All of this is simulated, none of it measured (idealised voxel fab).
process module | voxel self aligned vias
cross-section cut | 260 nm wide | cells 5 nm
A cross-section is a grid of square cells, given in bands from the top down. A band is one or more rows of cells.
Each band's line starts with the height of the band's top and of its bottom, in nm. Then come its materials from left to right, each with its width in nm. One material with "throughout" fills the band from edge to edge. "air" is empty space.
Height 0 is the level under which the wafer as received is all one material. The lowest band goes on downwards, as in "0 down".
A width such as "30 to 40" changes by the same amount from each row of cells to the next, from the band's top row to its bottom row.
"no change" after a step means that no cell of the cross-section changed.
closed voids: empty space of 8 cells or more with no open way to the top, each as width x height at its distance from the left edge, in nm
after a step's settings: what the simulator itself notes on the step
overlay nm, on a step with a mask: how far to the right of its planned place the mask lay; to the left if negative
plan
1 op RECEIVE | material Si
2 op CONFORMAL_DEP | material SiO2 | thk nm 10
3 op CONFORMAL_DEP | material SiCN | thk nm 5
4 op DIRECTIONAL_DEP | material lowk | thk nm 20
5 op DIRECTIONAL_DEP | material aC | thk nm 15
6 op PATTERN | tone open | mask id LINES | material resist | width nm 25 | pitch nm 75 | thk nm 35 | overlay nm 0
7 op DIRECTIONAL_ETCH | etch materials aC | depth nm 15
8 op STRIP | etch materials resist
9 op DIRECTIONAL_ETCH | etch materials lowk | depth nm 20
10 op STRIP | etch materials aC
11 op CONFORMAL_DEP | material TiN | thk nm 5
12 op FILL_DEP | material W | thk nm 10
13 op CMP | height nm 35
14 op SELECTIVE_ETCH | etch materials W Ru TiN | depth nm 5
15 op FILL_DEP | material SiN | thk nm 10
16 op CMP | height nm 35
17 op DIRECTIONAL_DEP | material lowk | thk nm 15
18 op MASKED_ETCH | tone open | mask id VIAS | width nm 45 | etch materials lowk | depth nm 15 | overlay nm 0
19 op MASKED_ETCH | tone open | mask id VIAS | width nm 45 | etch materials SiN | depth nm 5 | overlay nm 0
20 op CONFORMAL_DEP | material TiN | thk nm 5
21 op FILL_DEP | material Cu | thk nm 5
22 op CMP | height nm 40
23 op CONFORMAL_DEP | material SiN | thk nm 5
varied across the wafers: height nm of step 22. The plan shows the first wafer's value. All wafers start alike
first wafer as received, after step 1
  0 down: Si throughout
  closed voids: none
each wafer at the end: cells of each material gained (+) or lost (-) since it was received, then its closed voids
height nm 40 | +3 Cu | +52 SiCN | +57 SiN | +104 SiO2 | +29 TiN | +12 W | +211 lowk | closed voids: none
height nm 45 | +10 Cu | +52 SiCN | +57 SiN | +104 SiO2 | +31 TiN | +12 W | +254 lowk | closed voids: none
height nm 50 | +17 Cu | +52 SiCN | +57 SiN | +104 SiO2 | +33 TiN | +12 W | +297 lowk | closed voids: none
height nm 55 | +24 Cu | +52 SiCN | +57 SiN | +104 SiO2 | +78 TiN | +12 W | +297 lowk | closed voids: none
height nm 60 | +76 Cu | +52 SiCN | +57 SiN | +104 SiO2 | +78 TiN | +12 W | +297 lowk | closed voids: none
